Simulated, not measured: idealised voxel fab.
Name of the process module below: voxel ribs on slabs
FYI the section here is cut, 285 nm wide, cells are 5 nm squares.
Format of a cross-section: grid, square cells. Given as bands. Order: top down. Band: one or more rows of cells. Within each band entry, the heights of the top and of the bottom of the band appear first, in that order and in nm; the materials of the band then follow from left to right, each with its corresponding width in nm. The designation "all across" on a single material indicates that it fills the band from edge to edge; the designation "empty" indicates empty space. Ref level 0: as-received wafer is one material below here. Bottom band extends down with no lower bound ("0 and below"). A width given as "30..40" starts at the first number in the band's top row and ends at the second number in its bottom row, shifting by an equal amount at every step from row to row. No cell of the cross-section changed in a step that is given as "no alterations made". Heads up: "Enclosed cavities" only lists the empty pockets with no open path to the top that are 8 cells or more, and it writes them as width x height at distance, distance from the left edge, in nm. Whatever follows a step's settings on its line is a remark the simulator itself makes about that step. "overlay nm" on a masked step: distance the mask lay right of its planned place, negative for left.

So here's the lineup of process steps we planned
1) RECEIVE [material Si]
2) DIRECTIONAL_DEP [material SiO2] [thk nm 20]
3) DIRECTIONAL_DEP [material SiN] [thk nm 20]
4) MASKED_ETCH [tone cover] [mask id RIB] [width nm 20] [etch materials SiN] [depth nm 10] [overlay nm 0]
5) PATTERN [tone cover] [mask id SLAB] [material resist] [width nm 60] [thk nm 20] [overlay nm 0]
6) DIRECTIONAL_ETCH [etch materials SiN] [depth nm 10]
7) STRIP [etch materials resist]
8) FILL_DEP [material SiO2] [thk nm 20]
9) CMP [height nm 55]
10) DIRECTIONAL_DEP [material W] [thk nm 10]
11) MASKED_ETCH [tone cover] [mask id HEATER] [width nm 30] [etch materials W] [depth nm 10] [overlay nm 0]
12) CONFORMAL_DEP [material SiO2] [thk nm 10]

Wafer, first of two, run as planned

Cross-section: wafer on arrival = after step 1
  0 and below | Si all across
  Enclosed cavities: none

Take a look at the wafer's cross-section after step 2
  20 down to 0 | SiO2 all across
  Heights below 0 show no change.

Take a look at the wafer's cross-section after step 3
  40 down to 20 | SiN all across
  Heights below 20 show no change.

Take a look at the wafer's cross-section after step 4
  40 down to 30 | 130 nm empty  20 nm SiN  135 nm empty
  Heights below 30 show no change.

Take a look at the wafer's cross-section after step 5
  60 down to 40 | 110 nm empty  60 nm resist  115 nm empty
  40 down to 30 | 110 nm empty  20 nm resist  20 nm SiN  20 nm resist  115 nm empty
  Heights below 30 show no change.

Take a look at the wafer's cross-section after step 6
  60 down to 40 | 110 nm empty  60 nm resist  115 nm empty
  40 down to 30 | 110 nm empty  20 nm resist  20 nm SiN  20 nm resist  115 nm empty
  30 down to 20 | 110 nm empty  60 nm SiN  115 nm empty
  Heights below 20 show no change.

Take a look at the wafer's cross-section after step 7
  40 down to 30 | 130 nm empty  20 nm SiN  135 nm empty
  Heights below 30 show no change.

Take a look at the wafer's cross-section after step 8
  60 down to 40 | SiO2 all across
  40 down to 30 | 130 nm SiO2  20 nm SiN  135 nm SiO2
  30 down to 20 | 110 nm SiO2  60 nm SiN  115 nm SiO2
  Heights below 20 show no change.

Take a look at the wafer's cross-section after step 9
  55 down to 40 | SiO2 all across
  Heights below 40 show no change.

Take a look at the wafer's cross-section after step 10
  65 down to 55 | W all across
  Heights below 55 show no change.

Take a look at the wafer's cross-section after step 11
  65 down to 55 | 125 nm empty  30 nm W  130 nm empty
  Heights below 55 show no change.

Take a look at the wafer's cross-section after step 12
  75 down to 65 | 115 nm empty  50 nm SiO2  120 nm empty
  65 down to 55 | 125 nm SiO2  30 nm W  130 nm SiO2
  Heights below 55 show no change.

Wafer two. Identical start, identical plan. One mistake in execution. Identical history through step 4

Second wafer, cross-section, planned end of step 5
  60 down to 40 | 115 nm empty  55 nm resist  115 nm empty
  40 down to 30 | 115 nm empty  15 nm resist  20 nm SiN  20 nm resist  115 nm empty
  Heights below 30 show no change.

Second wafer, cross-section, planned end of step 6
  60 down to 40 | 115 nm empty  55 nm resist  115 nm empty
  40 down to 30 | 115 nm empty  15 nm resist  20 nm SiN  20 nm resist  115 nm empty
  30 down to 20 | 115 nm empty  55 nm SiN  115 nm empty
  Heights below 20 show no change.

Second wafer, cross-section, planned end of step 7
  40 down to 30 | 130 nm empty  20 nm SiN  135 nm empty
  Heights below 30 show no change.

Second wafer, cross-section, planned end of step 8
  60 down to 40 | SiO2 all across
  40 down to 30 | 130 nm SiO2  20 nm SiN  135 nm SiO2
  30 down to 20 | 115 nm SiO2  55 nm SiN  115 nm SiO2
  Heights below 20 show no change.

Second wafer, cross-section, planned end of step 9
  55 down to 40 | SiO2 all across
  Heights below 40 show no change.

Second wafer, cross-section, planned end of step 10
  65 down to 55 | W all across
  Heights below 55 show no change.

Second wafer, cross-section, planned end of step 11
  65 down to 55 | 125 nm empty  30 nm W  130 nm empty
  Heights below 55 show no change.

Second wafer, cross-section, planned end of step 12
  75 down to 65 | 115 nm empty  50 nm SiO2  120 nm empty
  65 down to 55 | 125 nm SiO2  30 nm W  130 nm SiO2
  Heights below 55 show no change.
What went wrong in running the wafer? step 5 ran with different settings than intended, the actual operation and settings being PATTERN [tone cover] [mask id SLAB] [material resist] [width nm 55] [thk nm 20] [overlay nm 0]
Bottom line after processing is that, in cells, the second wafer is up or down on some materials versus the first: SiN -2, SiO2 +2
